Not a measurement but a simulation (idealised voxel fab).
This is a process module. Its name is voxel wiring stack.
FYI the section here is cut, 205 nm wide, cells are 5 nm squares.
Cross-sections here: square-cell grids, written as top-down lists of bands, a band being one or more rows of cells. Heads up on the band format: heights come first, top then bottom, in nm. After that it's the materials left to right, each with its width in nm. A single material flagged "everywhere" fills the whole band edge to edge, and "air" means there's empty space there. Heights from 0 (as-received wafer is one material below). Bottom band endless downward, as "0 and below". Width "30->40": first value at the band's top row of cells, second value at its bottom row, equal change from row to row. No cell of the cross-section changed in a step that is given as "no change occurred". In the "Enclosed void entries" entry, you get each enclosed empty space of 8 cells or more, one with no open way to the top, written width x height at distance, distance from the left edge, in nm. It should be noted that, on the line of a given step, the content following the step's settings is a remark produced by the simulator itself with respect to that step. Steps that use a mask can have "overlay nm" on their line. It says how far the mask sat to the right of where it was meant to be. Negative means to the left.

These are the steps we planned for the process
1. RECEIVE,material Si
2. CONFORMAL_DEP,material SiO2,thk nm 10
3. CONFORMAL_DEP,material SiCN,thk nm 5
4. DIRECTIONAL_DEP,material SiO2,thk nm 25
5. PATTERN,tone open,mask id METAL_1,material resist,width nm 25,pitch nm 40,thk nm 20,overlay nm 0
6. DIRECTIONAL_ETCH,etch materials SiO2,depth nm 25
7. DIRECTIONAL_ETCH,etch materials SiCN,depth nm 5
8. STRIP,etch materials resist
9. CONFORMAL_DEP,material TiN,thk nm 5
10. FILL_DEP,material Cu,thk nm 10
11. CMP,height nm 40
12. CONFORMAL_DEP,material SiCN,thk nm 5
13. DIRECTIONAL_DEP,material SiO2,thk nm 15
14. DIRECTIONAL_DEP,material aC,thk nm 15
15. PATTERN,tone open,mask id PLUG_1,material resist,width nm 15,thk nm 30,overlay nm 0
16. DIRECTIONAL_ETCH,etch materials aC,depth nm 15
17. STRIP,etch materials resist
18. DIRECTIONAL_ETCH,etch materials SiO2,depth nm 15
19. DIRECTIONAL_ETCH,etch materials SiCN,depth nm 5
20. STRIP,etch materials aC
21. EPI,material Ru,thk nm 10
22. EPI,material Ru,thk nm 10
23. DIRECTIONAL_DEP,material TiN,thk nm 5
24. DIRECTIONAL_DEP,material Ru,thk nm 15
25. DIRECTIONAL_DEP,material aC,thk nm 10
26. PATTERN,tone cover,mask id METAL_2,material resist,width nm 25,pitch nm 40,thk nm 25,overlay nm 0
27. DIRECTIONAL_ETCH,etch materials aC,depth nm 10
28. STRIP,etch materials resist
29. DIRECTIONAL_ETCH,etch materials Ru,depth nm 15
30. DIRECTIONAL_ETCH,etch materials TiN,depth nm 5
31. STRIP,etch materials aC
32. CONFORMAL_DEP,material SiCN,thk nm 5
33. FILL_DEP,material SiO2,thk nm 10
34. CMP,height nm 80
35. CONFORMAL_DEP,material SiN,thk nm 5

Cross-section of the wafer at receipt, which is the condition after step 1
* 0 and below | Si everywhere
* Enclosed void entries: none

Here's the wafer cut in cross-section after the module, started and planned just like above, except one thing was done wrong in the run
* 85 down to 80 | SiN everywhere
* 80 down to 65 | SiO2=65  SiCN=5  Ru=25  SiCN=5  SiO2=5  SiCN=5  Ru=25  SiCN=5  SiO2=65
* 65 down to 60 | SiO2=65  SiCN=5  TiN=25  SiCN=15  TiN=25  SiCN=25  SiO2=45
* 60 down to 45 | SiO2=65  SiCN=5  SiO2=15  Ru=70  SiCN=5  SiO2=45
* 45 down to 40 | SiCN=85  Ru=70  SiCN=50
* 40 down to 15 | SiO2=70  TiN=5  Cu=15  TiN=5  SiO2=15  TiN=5  Cu=15  TiN=5  SiO2=70
* 15 down to 10 | SiCN=70  TiN=25  SiCN=15  TiN=25  SiCN=70
* 10 down to 0 | SiO2 everywhere
* 0 and below | Si everywhere
* Enclosed void entries: none
Against the plan, the run slipped here: so step 15 ended up running with a different setting than we planned, it ran as PATTERN,tone cover,mask id PLUG_1,material resist,width nm 15,thk nm 30,overlay nm 0
